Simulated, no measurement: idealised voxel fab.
process module | voxel wiring stack
cross-section cut | 260 nm wide | cells 5 nm
A cross-section is a grid of square cells, given in bands from the top down. A band is one or more rows of cells.
Each band's line starts with the height of the band's top and of its bottom, in nm. Then come its materials from left to right, each with its width in nm. One material with "throughout" fills the band from edge to edge. "air" is empty space.
Height 0 is the level under which the wafer as received is all one material. The lowest band goes on downwards, as in "0 down".
A width such as "30 to 40" changes by the same amount from each row of cells to the next, from the band's top row to its bottom row.
"no change" after a step means that no cell of the cross-section changed.
closed voids: empty space of 8 cells or more with no open way to the top, each as width x height at its distance from the left edge, in nm
after a step's settings: what the simulator itself notes on the step
overlay nm, on a step with a mask: how far to the right of its planned place the mask lay; to the left if negative
plan
1 op RECEIVE | material Si
2 op CONFORMAL_DEP | material SiO2 | thk nm 15
3 op DIRECTIONAL_DEP | material TiN | thk nm 5
4 op DIRECTIONAL_DEP | material Ru | thk nm 25
5 op PATTERN | tone cover | mask id METAL_1 | material resist | width nm 30 | pitch nm 45 | thk nm 15 | overlay nm 0
6 op DIRECTIONAL_ETCH | etch materials Ru | depth nm 25
7 op DIRECTIONAL_ETCH | etch materials TiN | depth nm 5
8 op STRIP | etch materials resist
9 op CONFORMAL_DEP | material SiCN | thk nm 5
10 op FILL_DEP | material SiO2 | thk nm 5
11 op CMP | height nm 45
12 op CONFORMAL_DEP | material SiCN | thk nm 5
13 op DIRECTIONAL_DEP | material lowk | thk nm 20
14 op MASKED_ETCH | tone open | mask id PLUG_1 | width nm 15 | pitch nm 90 | etch materials lowk | depth nm 20 | overlay nm 0
15 op MASKED_ETCH | tone open | mask id PLUG_1 | width nm 15 | pitch nm 90 | etch materials SiCN | depth nm 5 | overlay nm 0
16 op EPI | material Ru | thk nm 10
17 op EPI | material Ru | thk nm 10
18 op EPI | material Ru | thk nm 5
19 op CONFORMAL_DEP | material SiN | thk nm 5
20 op DIRECTIONAL_DEP | material SiO2 | thk nm 25
21 op DIRECTIONAL_DEP | material aC | thk nm 15
22 op PATTERN | tone open | mask id METAL_2 | material resist | width nm 30 | pitch nm 45 | thk nm 35 | overlay nm 0
23 op DIRECTIONAL_ETCH | etch materials aC | depth nm 15
24 op STRIP | etch materials resist
25 op DIRECTIONAL_ETCH | etch materials SiO2 | depth nm 25
26 op DIRECTIONAL_ETCH | etch materials SiN | depth nm 5
27 op STRIP | etch materials aC
28 op CONFORMAL_DEP | material TiN | thk nm 5
29 op FILL_DEP | material Ru | thk nm 10
30 op CMP | height nm 100
31 op EPI | material Ru | thk nm 5
32 op FILL_DEP | material SiCN | thk nm 5
33 op DIRECTIONAL_DEP | material lowk | thk nm 25
34 op PATTERN | tone open | mask id METAL_3 | material resist | width nm 30 | pitch nm 45 | thk nm 20 | overlay nm 0
35 op DIRECTIONAL_ETCH | etch materials lowk | depth nm 15
36 op STRIP | etch materials resist
37 op DIRECTIONAL_DEP | material aC | thk nm 15
38 op PATTERN | tone open | mask id METAL_3_HOLES | material resist | width nm 15 | pitch nm 45 | thk nm 30 | overlay nm 0
39 op DIRECTIONAL_ETCH | etch materials aC | depth nm 15
40 op STRIP | etch materials resist
41 op DIRECTIONAL_ETCH | etch materials lowk | depth nm 10
42 op DIRECTIONAL_ETCH | etch materials SiCN | depth nm 5
43 op STRIP | etch materials aC
44 op CONFORMAL_DEP | material TiN | thk nm 5
45 op FILL_DEP | material Cu | thk nm 5
46 op CMP | height nm 135
47 op CONFORMAL_DEP | material SiN | thk nm 5
as received, after step 1
  0 down: Si throughout
  closed voids: none
a wafer at the end: this start, this plan, one mistake
  140 to 135: SiN throughout
  135 to 125: lowk 70 | TiN 5 | Cu 20 | TiN 5 | lowk 15 | TiN 5 | Cu 20 | TiN 5 | lowk 15 | TiN 5 | Cu 20 | TiN 5 | lowk 70
  125 to 120: lowk 70 | TiN 5 | Cu 5 | TiN 20 | lowk 15 | TiN 5 | Cu 5 | TiN 20 | lowk 15 | TiN 5 | Cu 5 | TiN 20 | lowk 70
  120 to 110: lowk 70 | TiN 5 | Cu 5 | TiN 5 | lowk 30 | TiN 5 | Cu 5 | TiN 5 | lowk 30 | TiN 5 | Cu 5 | TiN 5 | lowk 85
  110 to 105: SiCN 70 | TiN 15 | SiCN 30 | TiN 15 | SiCN 30 | TiN 15 | SiCN 85
  105 to 100: SiCN 65 | Ru 40 | SiCN 5 | Ru 40 | SiCN 5 | Ru 40 | SiCN 65
  100 to 75: SiO2 70 | TiN 5 | Ru 20 | TiN 5 | SiO2 15 | TiN 5 | Ru 20 | TiN 5 | SiO2 15 | TiN 5 | Ru 20 | TiN 5 | SiO2 70
  75 to 70: SiN 70 | TiN 30 | SiN 15 | TiN 30 | SiN 15 | TiN 30 | SiN 70
  70 to 50: lowk 70 | Ru 15 | lowk 75 | Ru 15 | lowk 85
  50 to 45: SiCN 70 | Ru 15 | SiCN 75 | Ru 15 | SiCN 85
  45 to 20: SiO2 60 | SiCN 5 | Ru 30 | SiCN 5 | SiO2 5 | SiCN 5 | Ru 30 | SiCN 5 | SiO2 5 | SiCN 5 | Ru 30 | SiCN 5 | SiO2 70
  20 to 15: SiCN 65 | TiN 30 | SiCN 15 | TiN 30 | SiCN 15 | TiN 30 | SiCN 75
  15 to 0: SiO2 throughout
  0 down: Si throughout
  closed voids: none
what went wrong: step 5 ran as: op PATTERN | tone cover | mask id METAL_1 | material resist | width nm 30 | pitch nm 45 | thk nm 15 | overlay nm -5
